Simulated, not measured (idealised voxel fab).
The document below concerns the process module designated voxel self aligned contacts.
The cross-section on display is named cut; it measures 235 nm wide, and its cells are 5 nm squares.
Cross-section = grid of square cells, listed top down in bands; band = one or more rows. Band entry format. Leading values: height of top, height of bottom, nm. Remainder: materials in left-to-right order, each with its width in nm. Special words: "everywhere" on a single material, which then fills the band edge to edge; "blank", empty space. Heights are measured from 0, the level below which the as-received wafer is all one material; the lowest band has no bottom and continues downward, written as in "z 0 and below". Width: "30->40" (first number = top row, second number = bottom row, same change from row to row of cells). When a step is marked "everything unchanged", none of the cells in the cross-section changed during that step. "Closed void entries" means: voids of 8 cells or more that are shut off from the top with no open way through. Written width x height at distance, distance from the left edge, in nm. Past the settings on a step's line: simulator remark, on that step. overlay nm: mask right of planned place by this much (step with mask). Neg. = left.

[The following list gives the planned process steps]
1: RECEIVE (material Si)
2: CONFORMAL_DEP (material SiO2; thk nm 5)
3: DIRECTIONAL_DEP (material polySi; thk nm 30)
4: DIRECTIONAL_DEP (material SiN; thk nm 15)
5: PATTERN (tone cover; mask id GATE; material resist; width nm 25; pitch nm 50; thk nm 20; overlay nm 0)
6: DIRECTIONAL_ETCH (etch materials SiN; depth nm 15)
7: DIRECTIONAL_ETCH (etch materials polySi; depth nm 30)
8: STRIP (etch materials resist)
9: CONFORMAL_DEP (material SiN; thk nm 5)
10: DIRECTIONAL_ETCH (etch materials SiN; depth nm 5)
11: FILL_DEP (material SiO2; thk nm 15)
12: CMP (height nm 60)
13: PATTERN (tone open; mask id CONTACT; material resist; width nm 35; pitch nm 50; thk nm 15; overlay nm 0)
14: DIRECTIONAL_ETCH (etch materials SiO2; depth nm 60)
15: STRIP (etch materials resist)
16: CONFORMAL_DEP (material TiN; thk nm 5)
17: FILL_DEP (material Ru; thk nm 10)
18: CMP (height nm 60)
19: CONFORMAL_DEP (material SiCN; thk nm 5)

[This is the cross-section of the wafer as we received it, i.e. after step 1]
	z 0 and below: Si everywhere
	Closed void entries: none

[Starting structure and process plan are as shown above, but one mistake was made in running the module; the wafer cross-section at the end of the module follows]
	z 65 to 60: SiCN everywhere
	z 60 to 50: SiO2=75 | TiN=5->15 | Ru=25->5 | TiN=5->15 | SiO2=15 | TiN=5->15 | Ru=25->5 | TiN=5->15 | SiO2=75
	z 50 to 35: SiO2=50 | SiN=35 | TiN=5 | Ru=5 | TiN=5 | SiN=35 | TiN=5 | Ru=5 | TiN=5 | SiN=35 | SiO2=50
	z 35 to 30: SiO2=85 | TiN=15 | SiO2=35 | TiN=15 | SiO2=85
	z 30 to 0: polySi everywhere
	z 0 and below: Si everywhere
	Closed void entries: none
It is concluded that the wafer was processed incorrectly with respect to the plan, in that the executed order of steps 2 and 3 is the reverse of that specified in the plan, each step having taken the other's position
